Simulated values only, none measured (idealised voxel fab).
process module | voxel released beams
cross-section cut | 170 nm wide | cells 5 nm
A cross-section is a grid of square cells, given in bands from the top down. A band is one or more rows of cells.
Each band's line starts with the height of the band's top and of its bottom, in nm. Then come its materials from left to right, each with its width in nm. One material with "throughout" fills the band from edge to edge. "air" is empty space.
Height 0 is the level under which the wafer as received is all one material. The lowest band goes on downwards, as in "0 down".
A width such as "30 to 40" changes by the same amount from each row of cells to the next, from the band's top row to its bottom row.
"no change" after a step means that no cell of the cross-section changed.
closed voids: empty space of 8 cells or more with no open way to the top, each as width x height at its distance from the left edge, in nm
after a step's settings: what the simulator itself notes on the step
overlay nm, on a step with a mask: how far to the right of its planned place the mask lay; to the left if negative
plan
1 op RECEIVE | material Si
2 op CONFORMAL_DEP | material SiN | thk nm 5
3 op DIRECTIONAL_DEP | material SiO2 | thk nm 10
4 op DIRECTIONAL_DEP | material aC | thk nm 10
5 op PATTERN | tone open | mask id ANCHOR | material resist | width nm 25 | thk nm 25 | overlay nm 0
6 op DIRECTIONAL_ETCH | etch materials aC | depth nm 10
7 op STRIP | etch materials resist
8 op DIRECTIONAL_ETCH | etch materials SiO2 | depth nm 10
9 op STRIP | etch materials aC
10 op CONFORMAL_DEP | material TiN | thk nm 10
11 op DIRECTIONAL_DEP | material aC | thk nm 15
12 op PATTERN | tone cover | mask id BEAM | material resist | width nm 85 | thk nm 35 | overlay nm 0
13 op DIRECTIONAL_ETCH | etch materials aC | depth nm 15
14 op STRIP | etch materials resist
15 op DIRECTIONAL_ETCH | etch materials TiN | depth nm 10
16 op STRIP | etch materials aC
17 op STRIP | etch materials SiO2
as received, after step 1
  0 down: Si throughout
  closed voids: none
a wafer at the end: this start, this plan, one mistake
  20 to 10: air 40 | TiN 15 | air 5 | TiN 65 | air 45
  10 to 0: air 45 | TiN 25 | air 100
  0 down: Si throughout
  closed voids: none
what went wrong: step 2 was left out
